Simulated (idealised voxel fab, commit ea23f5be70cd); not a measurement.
The process module presented herein is designated voxel self aligned contacts.
Pictured: cross-section cut, 210 nm wide, on a grid of 5 nm square cells.
Cross-section layout: square cells on a grid; listed as bands, top to bottom; a band spans one or more cell rows. This entry defines a band. It first specifies the height of the band's top and the height of its bottom in nm, and then specifies the band's materials from left to right, stating each material with its width in nm. The word "all across" identifies a single material that fills the band from edge to edge, while the word "empty" identifies empty space. Heights from 0 (as-received wafer is one material below). Bottom band endless downward, as "0..down". The width entry "30->40" should be interpreted row by row: the top row of cells in the band takes the first number, the bottom row takes the second number, and the change between adjacent rows is uniform throughout. When a step is marked "no modifications", none of the cells in the cross-section changed during that step. Empty spaces counting at least 8 cells and having no open way to the top are listed in "Unvented cavities". The notation width x height at distance is used for each, the distance being from the left edge and all three values in nm. Whatever follows a step's settings on its line is a remark the simulator itself makes about that step. If you see "overlay nm" on a step's line and that step has a mask, it's telling you how far right of where it was planned the mask ended up; a negative number means it went left instead.
-- Below is the list of planned process steps
- 1: RECEIVE (material Si)
- 2: CONFORMAL_DEP (material SiO2; thk nm 5)
- 3: DIRECTIONAL_DEP (material polySi; thk nm 20)
- 4: DIRECTIONAL_DEP (material SiN; thk nm 15)
- 5: DIRECTIONAL_DEP (material aC; thk nm 10)
- 6: PATTERN (tone cover; mask id GATE; material resist; width nm 35; pitch nm 60; thk nm 30; overlay nm 0)
- 7: DIRECTIONAL_ETCH (etch materials aC; depth nm 10)
- 8: STRIP (etch materials resist)
- 9: DIRECTIONAL_ETCH (etch materials SiN; depth nm 15)
- 10: DIRECTIONAL_ETCH (etch materials polySi; depth nm 20)
- 11: STRIP (etch materials aC)
- 12: CONFORMAL_DEP (material SiN; thk nm 5)
- 13: DIRECTIONAL_ETCH (etch materials SiN; depth nm 5)
- 14: FILL_DEP (material SiO2; thk nm 15)
- 15: CMP (height nm 50)
- 16: PATTERN (tone open; mask id CONTACT; material resist; width nm 35; thk nm 20; overlay nm 0)
- 17: DIRECTIONAL_ETCH (etch materials SiO2; depth nm 50)
- 18: STRIP (etch materials resist)
- 19: CONFORMAL_DEP (material TiN; thk nm 5)
- 20: FILL_DEP (material W; thk nm 5)
- 21: CMP (height nm 50)
- 22: CONFORMAL_DEP (material SiN; thk nm 5)
-- So, the first of our two wafers, run just as we planned it
-- As received (post step 1): cross-section
	0..down  Si all across
	Unvented cavities: none
-- Cross-section: wafer state after step 2
	5..0  SiO2 all across
	Below a height of 0, the structure has not been altered.
-- Cross-section: wafer state after step 3
	25..5  polySi all across
	Below a height of 5, the structure has not been altered.
-- Cross-section: wafer state after step 4
	40..25  SiN all across
	Below a height of 25, the structure has not been altered.
-- Cross-section: wafer state after step 5
	50..40  aC all across
	Below a height of 40, the structure has not been altered.
-- Cross-section: wafer state after step 6
	80..50  empty (55) / resist (35) / empty (25) / resist (35) / empty (60)
	Below a height of 50, the structure has not been altered.
-- Cross-section: wafer state after step 7
	70..50  empty (55) / resist (35) / empty (25) / resist (35) / empty (60)
	50..40  empty (55) / aC (35) / empty (25) / aC (35) / empty (60)
	Below a height of 40, the structure has not been altered.
-- Cross-section: wafer state after step 8
	50..40  empty (55) / aC (35) / empty (25) / aC (35) / empty (60)
	Below a height of 40, the structure has not been altered.
-- Cross-section: wafer state after step 9
	50..40  empty (55) / aC (35) / empty (25) / aC (35) / empty (60)
	40..25  empty (55) / SiN (35) / empty (25) / SiN (35) / empty (60)
	Below a height of 25, the structure has not been altered.
-- Cross-section: wafer state after step 10
	50..40  empty (55) / aC (35) / empty (25) / aC (35) / empty (60)
	40..25  empty (55) / SiN (35) / empty (25) / SiN (35) / empty (60)
	25..5  empty (55) / polySi (35) / empty (25) / polySi (35) / empty (60)
	Below a height of 5, the structure has not been altered.
-- Cross-section: wafer state after step 11
	40..25  empty (55) / SiN (35) / empty (25) / SiN (35) / empty (60)
	Below a height of 25, the structure has not been altered.
-- Cross-section: wafer state after step 12
	45..25  empty (50) / SiN (45) / empty (15) / SiN (45) / empty (55)
	25..10  empty (50) / SiN (5) / polySi (35) / SiN (5) / empty (15) / SiN (5) / polySi (35) / SiN (5) / empty (55)
	10..5  SiN (55) / polySi (35) / SiN (25) / polySi (35) / SiN (60)
	Below a height of 5, the structure has not been altered.
-- Cross-section: wafer state after step 13
	40..25  empty (50) / SiN (45) / empty (15) / SiN (45) / empty (55)
	25..5  empty (50) / SiN (5) / polySi (35) / SiN (5) / empty (15) / SiN (5) / polySi (35) / SiN (5) / empty (55)
	Below a height of 5, the structure has not been altered.
-- Cross-section: wafer state after step 14
	55..40  SiO2 all across
	40..25  SiO2 (50) / SiN (45) / SiO2 (15) / SiN (45) / SiO2 (55)
	25..5  SiO2 (50) / SiN (5) / polySi (35) / SiN (5) / SiO2 (15) / SiN (5) / polySi (35) / SiN (5) / SiO2 (55)
	Below a height of 5, the structure has not been altered.
-- Cross-section: wafer state after step 15
	50..40  SiO2 all across
	Below a height of 40, the structure has not been altered.
-- Cross-section: wafer state after step 16
	70..50  resist (85) / empty (35) / resist (90)
	Below a height of 50, the structure has not been altered.
-- Cross-section: wafer state after step 17
	70..50  resist (85) / empty (35) / resist (90)
	50..40  SiO2 (85) / empty (35) / SiO2 (90)
	40..25  SiO2 (50) / SiN (45) / empty (15) / SiN (45) / SiO2 (55)
	25..5  SiO2 (50) / SiN (5) / polySi (35) / SiN (5) / empty (15) / SiN (5) / polySi (35) / SiN (5) / SiO2 (55)
	5..0  SiO2 (95) / empty (15) / SiO2 (100)
	Below a height of 0, the structure has not been altered.
-- Cross-section: wafer state after step 18
	50..40  SiO2 (85) / empty (35) / SiO2 (90)
	Below a height of 40, the structure has not been altered.
-- Cross-section: wafer state after step 19
	55..50  TiN (90) / empty (25) / TiN (95)
	50..40  SiO2 (85) / TiN (5->15) / empty (25->5) / TiN (5->15) / SiO2 (90)
	40..25  SiO2 (50) / SiN (45) / TiN (5) / empty (5) / TiN (5) / SiN (45) / SiO2 (55)
	25..5  SiO2 (50) / SiN (5) / polySi (35) / SiN (5) / TiN (5) / empty (5) / TiN (5) / SiN (5) / polySi (35) / SiN (5) / SiO2 (55)
	5..0  SiO2 (95) / TiN (15) / SiO2 (100)
	Below a height of 0, the structure has not been altered.
-- Cross-section: wafer state after step 20
	60..55  W all across
	55..50  TiN (90) / W (25) / TiN (95)
	50..40  SiO2 (85) / TiN (5->15) / W (25->5) / TiN (5->15) / SiO2 (90)
	40..25  SiO2 (50) / SiN (45) / TiN (5) / W (5) / TiN (5) / SiN (45) / SiO2 (55)
	25..5  SiO2 (50) / SiN (5) / polySi (35) / SiN (5) / TiN (5) / W (5) / TiN (5) / SiN (5) / polySi (35) / SiN (5) / SiO2 (55)
	Below a height of 5, the structure has not been altered.
-- Cross-section: wafer state after step 21
	50..40  SiO2 (85) / TiN (5->15) / W (25->5) / TiN (5->15) / SiO2 (90)
	Below a height of 40, the structure has not been altered.
-- Cross-section: wafer state after step 22
	55..50  SiN all across
	Below a height of 50, the structure has not been altered.
-- The second wafer began exactly as the first did and followed the same plan, but one mistake was made while running it; through step 5 inclusive, the two wafers are identical
-- Second wafer, cut view, end of step 6 per plan
	80..50  empty (50) / resist (45) / empty (15) / resist (45) / empty (55)
	Below a height of 50, the structure has not been altered.
-- Second wafer, cut view, end of step 7 per plan
	70..50  empty (50) / resist (45) / empty (15) / resist (45) / empty (55)
	50..40  empty (50) / aC (45) / empty (15) / aC (45) / empty (55)
	Below a height of 40, the structure has not been altered.
-- Second wafer, cut view, end of step 8 per plan
	50..40  empty (50) / aC (45) / empty (15) / aC (45) / empty (55)
	Below a height of 40, the structure has not been altered.
-- Second wafer, cut view, end of step 9 per plan
	50..40  empty (50) / aC (45) / empty (15) / aC (45) / empty (55)
	40..25  empty (50) / SiN (45) / empty (15) / SiN (45) / empty (55)
	Below a height of 25, the structure has not been altered.
-- Second wafer, cut view, end of step 10 per plan
	50..40  empty (50) / aC (45) / empty (15) / aC (45) / empty (55)
	40..25  empty (50) / SiN (45) / empty (15) / SiN (45) / empty (55)
	25..5  empty (50) / polySi (45) / empty (15) / polySi (45) / empty (55)
	Below a height of 5, the structure has not been altered.
-- Second wafer, cut view, end of step 11 per plan
	40..25  empty (50) / SiN (45) / empty (15) / SiN (45) / empty (55)
	Below a height of 25, the structure has not been altered.
-- Second wafer, cut view, end of step 12 per plan
	45..25  empty (45) / SiN (55) / empty (5) / SiN (55) / empty (50)
	25..10  empty (45) / SiN (5) / polySi (45) / SiN (5) / empty (5) / SiN (5) / polySi (45) / SiN (5) / empty (50)
	10..5  SiN (50) / polySi (45) / SiN (15) / polySi (45) / SiN (55)
	Below a height of 5, the structure has not been altered.
-- Second wafer, cut view, end of step 13 per plan
	40..25  empty (45) / SiN (55) / empty (5) / SiN (55) / empty (50)
	25..5  empty (45) / SiN (5) / polySi (45) / SiN (5) / empty (5) / SiN (5) / polySi (45) / SiN (5) / empty (50)
	Below a height of 5, the structure has not been altered.
-- Second wafer, cut view, end of step 14 per plan
	55..40  SiO2 all across
	40..25  SiO2 (45) / SiN (55) / SiO2 (5) / SiN (55) / SiO2 (50)
	25..5  SiO2 (45) / SiN (5) / polySi (45) / SiN (5) / SiO2 (5) / SiN (5) / polySi (45) / SiN (5) / SiO2 (50)
	Below a height of 5, the structure has not been altered.
-- Second wafer, cut view, end of step 15 per plan
	50..40  SiO2 all across
	Below a height of 40, the structure has not been altered.
-- Second wafer, cut view, end of step 16 per plan
	70..50  resist (85) / empty (35) / resist (90)
	Below a height of 50, the structure has not been altered.
-- Second wafer, cut view, end of step 17 per plan
	70..50  resist (85) / empty (35) / resist (90)
	50..40  SiO2 (85) / empty (35) / SiO2 (90)
	40..25  SiO2 (45) / SiN (55) / empty (5) / SiN (55) / SiO2 (50)
	25..5  SiO2 (45) / SiN (5) / polySi (45) / SiN (5) / empty (5) / SiN (5) / polySi (45) / SiN (5) / SiO2 (50)
	5..0  SiO2 (100) / empty (5) / SiO2 (105)
	Below a height of 0, the structure has not been altered.
-- Second wafer, cut view, end of step 18 per plan
	50..40  SiO2 (85) / empty (35) / SiO2 (90)
	Below a height of 40, the structure has not been altered.
-- Second wafer, cut view, end of step 19 per plan
	55..50  TiN (90) / empty (25) / TiN (95)
	50..45  SiO2 (85) / TiN (5) / empty (25) / TiN (5) / SiO2 (90)
	45..40  SiO2 (85) / TiN (35) / SiO2 (90)
	40..25  SiO2 (45) / SiN (55) / TiN (5) / SiN (55) / SiO2 (50)
	25..5  SiO2 (45) / SiN (5) / polySi (45) / SiN (5) / TiN (5) / SiN (5) / polySi (45) / SiN (5) / SiO2 (50)
	5..0  SiO2 (100) / TiN (5) / SiO2 (105)
	Below a height of 0, the structure has not been altered.
-- Second wafer, cut view, end of step 20 per plan
	60..55  W all across
	55..50  TiN (90) / W (25) / TiN (95)
	50..45  SiO2 (85) / TiN (5) / W (25) / TiN (5) / SiO2 (90)
	Below a height of 45, the structure has not been altered.
-- Second wafer, cut view, end of step 21 per plan
	50..45  SiO2 (85) / TiN (5) / W (25) / TiN (5) / SiO2 (90)
	Below a height of 45, the structure has not been altered.
-- Second wafer, cut view, end of step 22 per plan
	55..50  SiN all across
	Below a height of 50, the structure has not been altered.
Deviation noted in wafer processing: planned and actual differ for step 6; actual: PATTERN (tone cover; mask id GATE; material resist; width nm 45; pitch nm 60; thk nm 30; overlay nm 0)
The closing comparison, in cells, has the second wafer with more or fewer of some materials than the first: 12 more of SiN, 12 fewer of SiO2, 8 fewer of TiN, 8 fewer of W, 16 more of polySi
